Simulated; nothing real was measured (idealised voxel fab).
Process module name: voxel capacitor over wiring
Xsec cut, 160 nm wide, square cell size 5 nm.
Cross-section = grid of square cells, listed top down in bands; band = one or more rows.
Per band: top height and bottom height in nm, followed by the left-to-right materials and their widths in nm; "everywhere" marks a single material spanning edge to edge, "air" marks empty space.
Where do heights start? At 0: under that level the wafer as delivered is made of one material only. And the lowest band has no floor; it just carries on downward, as in "0..down".
Width: "30->40" (first number = top row, second number = bottom row, same change from row to row of cells).
Reading "remains unaltered" for a step: not a cell of the cross-section changed in it.
Closed empty spaces (no open way to the top) of 8 cells or more are what "Internal closed voids" lists, each as width x height at distance from the left edge, nm for all three.
If you see something after the settings on a step's line, that's the simulator's own remark about that step.
On any step carrying a mask, the "overlay nm" setting, if present on the step's line, tells how far right of its planned place the mask lay; negative values point to the left.

**Process steps (planned)**
1: RECEIVE with material Si
2: CONFORMAL_DEP with material SiO2, thk nm 15
3: CONFORMAL_DEP with material SiCN, thk nm 5
4: DIRECTIONAL_DEP with material lowk, thk nm 15
5: PATTERN with tone open, mask id METAL_1, material resist, width nm 30, pitch nm 95, thk nm 20, overlay nm 0
6: DIRECTIONAL_ETCH with etch materials lowk, depth nm 15
7: DIRECTIONAL_ETCH with etch materials SiCN, depth nm 5
8: STRIP with etch materials resist
9: CONFORMAL_DEP with material TiN, thk nm 5
10: FILL_DEP with material Ru, thk nm 10
11: CMP with height nm 35
12: CONFORMAL_DEP with material SiCN, thk nm 5
13: DIRECTIONAL_DEP with material lowk, thk nm 10
14: MASKED_ETCH with tone open, mask id PLUG_1, width nm 15, etch materials lowk, depth nm 10, overlay nm 0
15: MASKED_ETCH with tone open, mask id PLUG_1, width nm 15, etch materials SiCN, depth nm 5, overlay nm 0
16: EPI with material Ru, thk nm 10
17: EPI with material Ru, thk nm 5
18: DIRECTIONAL_DEP with material TiN, thk nm 5
19: DIRECTIONAL_DEP with material Al2O3, thk nm 5
20: DIRECTIONAL_DEP with material TiN, thk nm 10
21: MASKED_ETCH with tone cover, mask id UPPER_PLATE, width nm 70, etch materials TiN, depth nm 10, overlay nm 0
22: MASKED_ETCH with tone cover, mask id UPPER_PLATE, width nm 70, etch materials Al2O3, depth nm 5, overlay nm 0
23: PATTERN with tone cover, mask id LOWER_PLATE, material resist, width nm 80, thk nm 20, overlay nm 0
24: DIRECTIONAL_ETCH with etch materials TiN, depth nm 5
25: STRIP with etch materials resist
26: FILL_DEP with material SiO2, thk nm 15
27: CMP with height nm 80
28: PATTERN with tone open, mask id PLUG_2, material resist, width nm 15, thk nm 15, overlay nm 0
29: DIRECTIONAL_ETCH with etch materials SiO2, depth nm 10
30: STRIP with etch materials resist
31: CONFORMAL_DEP with material TiN, thk nm 5
32: FILL_DEP with material Cu, thk nm 10
33: CMP with height nm 80
34: CONFORMAL_DEP with material SiN, thk nm 5

**Wafer, first of two, run as planned**

**Wafer at receipt (post step 1), cross-section**
	0..down = Si everywhere
	Internal closed voids: none

**Cross-section of the wafer after step 2**
	15..0 = SiO2 everywhere
	Nothing below the height 0 has changed.

**Cross-section of the wafer after step 3**
	20..15 = SiCN everywhere
	Nothing below the height 15 has changed.

**Cross-section of the wafer after step 4**
	35..20 = lowk everywhere
	Nothing below the height 20 has changed.

**Cross-section of the wafer after step 5**
	55..35 = resist=15; air=30; resist=65; air=30; resist=20
	Nothing below the height 35 has changed.

**Cross-section of the wafer after step 6**
	55..35 = resist=15; air=30; resist=65; air=30; resist=20
	35..20 = lowk=15; air=30; lowk=65; air=30; lowk=20
	Nothing below the height 20 has changed.

**Cross-section of the wafer after step 7**
	55..35 = resist=15; air=30; resist=65; air=30; resist=20
	35..20 = lowk=15; air=30; lowk=65; air=30; lowk=20
	20..15 = SiCN=15; air=30; SiCN=65; air=30; SiCN=20
	Nothing below the height 15 has changed.

**Cross-section of the wafer after step 8**
	35..20 = lowk=15; air=30; lowk=65; air=30; lowk=20
	Nothing below the height 20 has changed.

**Cross-section of the wafer after step 9**
	40..35 = TiN=20; air=20; TiN=75; air=20; TiN=25
	35..20 = lowk=15; TiN=5; air=20; TiN=5; lowk=65; TiN=5; air=20; TiN=5; lowk=20
	20..15 = SiCN=15; TiN=30; SiCN=65; TiN=30; SiCN=20
	Nothing below the height 15 has changed.

**Cross-section of the wafer after step 10**
	50..40 = Ru everywhere
	40..35 = TiN=20; Ru=20; TiN=75; Ru=20; TiN=25
	35..20 = lowk=15; TiN=5; Ru=20; TiN=5; lowk=65; TiN=5; Ru=20; TiN=5; lowk=20
	Nothing below the height 20 has changed.

**Cross-section of the wafer after step 11**
	35..20 = lowk=15; TiN=5; Ru=20; TiN=5; lowk=65; TiN=5; Ru=20; TiN=5; lowk=20
	Nothing below the height 20 has changed.

**Cross-section of the wafer after step 12**
	40..35 = SiCN everywhere
	Nothing below the height 35 has changed.

**Cross-section of the wafer after step 13**
	50..40 = lowk everywhere
	Nothing below the height 40 has changed.

**Cross-section of the wafer after step 14**
	50..40 = lowk=30; air=15; lowk=115
	Nothing below the height 40 has changed.

**Cross-section of the wafer after step 15**
	50..40 = lowk=30; air=15; lowk=115
	40..35 = SiCN=30; air=15; SiCN=115
	Nothing below the height 35 has changed.

**Cross-section of the wafer after step 16**
	50..45 = lowk=30; air=15; lowk=115
	45..40 = lowk=30; Ru=15; lowk=115
	40..35 = SiCN=30; Ru=15; SiCN=115
	Nothing below the height 35 has changed.

**Cross-section of the wafer after step 17**
	50..40 = lowk=30; Ru=15; lowk=115
	Nothing below the height 40 has changed.

**Cross-section of the wafer after step 18**
	55..50 = TiN everywhere
	Nothing below the height 50 has changed.

**Cross-section of the wafer after step 19**
	60..55 = Al2O3 everywhere
	Nothing below the height 55 has changed.

**Cross-section of the wafer after step 20**
	70..60 = TiN everywhere
	Nothing below the height 60 has changed.

**Cross-section of the wafer after step 21**
	70..60 = air=30; TiN=70; air=60
	Nothing below the height 60 has changed.

**Cross-section of the wafer after step 22**
	70..60 = air=30; TiN=70; air=60
	60..55 = air=30; Al2O3=70; air=60
	Nothing below the height 55 has changed.

**Cross-section of the wafer after step 23**
	90..70 = air=25; resist=80; air=55
	70..60 = air=25; resist=5; TiN=70; resist=5; air=55
	60..55 = air=25; resist=5; Al2O3=70; resist=5; air=55
	Nothing below the height 55 has changed.

**Cross-section of the wafer after step 24**
	90..70 = air=25; resist=80; air=55
	70..60 = air=25; resist=5; TiN=70; resist=5; air=55
	60..55 = air=25; resist=5; Al2O3=70; resist=5; air=55
	55..50 = air=25; TiN=80; air=55
	Nothing below the height 50 has changed.

**Cross-section of the wafer after step 25**
	70..60 = air=30; TiN=70; air=60
	60..55 = air=30; Al2O3=70; air=60
	Nothing below the height 55 has changed.

**Cross-section of the wafer after step 26**
	85..70 = SiO2 everywhere
	70..60 = SiO2=30; TiN=70; SiO2=60
	60..55 = SiO2=30; Al2O3=70; SiO2=60
	55..50 = SiO2=25; TiN=80; SiO2=55
	Nothing below the height 50 has changed.

**Cross-section of the wafer after step 27**
	80..70 = SiO2 everywhere
	Nothing below the height 70 has changed.

**Cross-section of the wafer after step 28**
	95..80 = resist=40; air=15; resist=105
	Nothing below the height 80 has changed.

**Cross-section of the wafer after step 29**
	95..80 = resist=40; air=15; resist=105
	80..70 = SiO2=40; air=15; SiO2=105
	Nothing below the height 70 has changed.

**Cross-section of the wafer after step 30**
	80..70 = SiO2=40; air=15; SiO2=105
	Nothing below the height 70 has changed.

**Cross-section of the wafer after step 31**
	85..80 = TiN=45; air=5; TiN=110
	80..75 = SiO2=40; TiN=5; air=5; TiN=5; SiO2=105
	75..70 = SiO2=40; TiN=15; SiO2=105
	Nothing below the height 70 has changed.

**Cross-section of the wafer after step 32**
	95..85 = Cu everywhere
	85..80 = TiN=45; Cu=5; TiN=110
	80..75 = SiO2=40; TiN=5; Cu=5; TiN=5; SiO2=105
	Nothing below the height 75 has changed.

**Cross-section of the wafer after step 33**
	80..75 = SiO2=40; TiN=5; Cu=5; TiN=5; SiO2=105
	Nothing below the height 75 has changed.

**Cross-section of the wafer after step 34**
	85..80 = SiN everywhere
	Nothing below the height 80 has changed.

**The second wafer began exactly as the first did and followed the same plan, but one mistake was made while running it; through step 27 inclusive, the two wafers are identical**

**Second wafer, cut view, end of step 28 per plan**
	95..80 = resist=35; air=25; resist=100
	Nothing below the height 80 has changed.

**Second wafer, cut view, end of step 29 per plan**
	95..80 = resist=35; air=25; resist=100
	80..70 = SiO2=35; air=25; SiO2=100
	Nothing below the height 70 has changed.

**Second wafer, cut view, end of step 30 per plan**
	80..70 = SiO2=35; air=25; SiO2=100
	Nothing below the height 70 has changed.

**Second wafer, cut view, end of step 31 per plan**
	85..80 = TiN=40; air=15; TiN=105
	80..75 = SiO2=35; TiN=5; air=15; TiN=5; SiO2=100
	75..70 = SiO2=35; TiN=25; SiO2=100
	Nothing below the height 70 has changed.

**Second wafer, cut view, end of step 32 per plan**
	95..85 = Cu everywhere
	85..80 = TiN=40; Cu=15; TiN=105
	80..75 = SiO2=35; TiN=5; Cu=15; TiN=5; SiO2=100
	Nothing below the height 75 has changed.

**Second wafer, cut view, end of step 33 per plan**
	80..75 = SiO2=35; TiN=5; Cu=15; TiN=5; SiO2=100
	Nothing below the height 75 has changed.

**Second wafer, cut view, end of step 34 per plan**
	85..80 = SiN everywhere
	Nothing below the height 80 has changed.
Where did the run depart from the plan? step 28 did not happen as planned, as run it was PATTERN with tone open, mask id PLUG_2, material resist, width nm 25, thk nm 15, overlay nm 0
Counted in cells at the end, the second wafer holds more or fewer of these materials than the first: Cu: 2 more; SiO2: 4 fewer; TiN: 2 more
